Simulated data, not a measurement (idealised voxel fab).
Process module name: voxel self aligned contacts
Section cut is 210 nm wide and gridded with 5 nm square cells.
Cross-sections here: square-cell grids, written as top-down lists of bands, a band being one or more rows of cells. For a band, the entry starts with two heights in nm, that of the top and then that of the bottom, and carries on with the band's materials in order from left to right, each alongside its width in nm; the word "full width" beside a single material means it fills the band edge to edge, and "air" means empty space. Ref level 0: as-received wafer is one material below here. Bottom band extends down with no lower bound ("0..down"). The two numbers in a width such as "30->40" mark its ends across the band: the first belongs to the top row of cells, the second to the bottom row, and from each row to the next the width moves by the same amount. "no change occurred" (step): cross-section cells unchanged, all of them. Trapped voids: empty space of 8 cells or more with no open way to the top, each as width x height at its distance from the left edge, in nm. Text after the settings on a step's line: the simulator's own remark on that step. overlay nm: on a step with a mask, how far right of its planned place the mask lay; negative means left.

### Planned step list for the process
| 1 | RECEIVE (material Si) |
| 2 | CONFORMAL_DEP (material SiO2; thk nm 5) |
| 3 | DIRECTIONAL_DEP (material polySi; thk nm 20) |
| 4 | DIRECTIONAL_DEP (material SiN; thk nm 25) |
| 5 | PATTERN (tone cover; mask id GATE; material resist; width nm 25; pitch nm 65; thk nm 20; overlay nm 0) |
| 6 | DIRECTIONAL_ETCH (etch materials SiN; depth nm 25) |
| 7 | DIRECTIONAL_ETCH (etch materials polySi; depth nm 20) |
| 8 | STRIP (etch materials resist) |
| 9 | CONFORMAL_DEP (material SiN; thk nm 10) |
| 10 | DIRECTIONAL_ETCH (etch materials SiN; depth nm 10) |
| 11 | FILL_DEP (material SiO2; thk nm 15) |
| 12 | CMP (height nm 60) |
| 13 | PATTERN (tone open; mask id CONTACT; material resist; width nm 50; thk nm 20; overlay nm 0) |
| 14 | DIRECTIONAL_ETCH (etch materials SiO2; depth nm 60) |
| 15 | STRIP (etch materials resist) |
| 16 | CONFORMAL_DEP (material TiN; thk nm 5) |
| 17 | FILL_DEP (material W; thk nm 10) |
| 18 | CMP (height nm 60) |
| 19 | CONFORMAL_DEP (material SiCN; thk nm 5) |

### Cross-section of the wafer at receipt, which is the condition after step 1
> 0..down  Si full width
> Trapped voids: none

### End state of the module in cross-section, given the above starting point and plan and one mistake in execution
> 65..60  SiCN full width
> 60..55  SiO2 80, then TiN 5, then W 40, then TiN 5, then SiO2 80
> 55..50  SiO2 80, then TiN 50, then SiO2 80
> 50..25  SiN 70, then SiO2 5, then SiN 60, then SiO2 5, then SiN 70
> 25..5  polySi 60, then SiN 10, then SiO2 5, then SiN 10, then polySi 40, then SiN 10, then SiO2 5, then SiN 10, then polySi 60
> 5..0  SiO2 full width
> 0..down  Si full width
> Trapped voids: none
So what did we get wrong on this run? not per plan at step 5, really ran PATTERN (tone open; mask id GATE; material resist; width nm 25; pitch nm 65; thk nm 20; overlay nm 0)
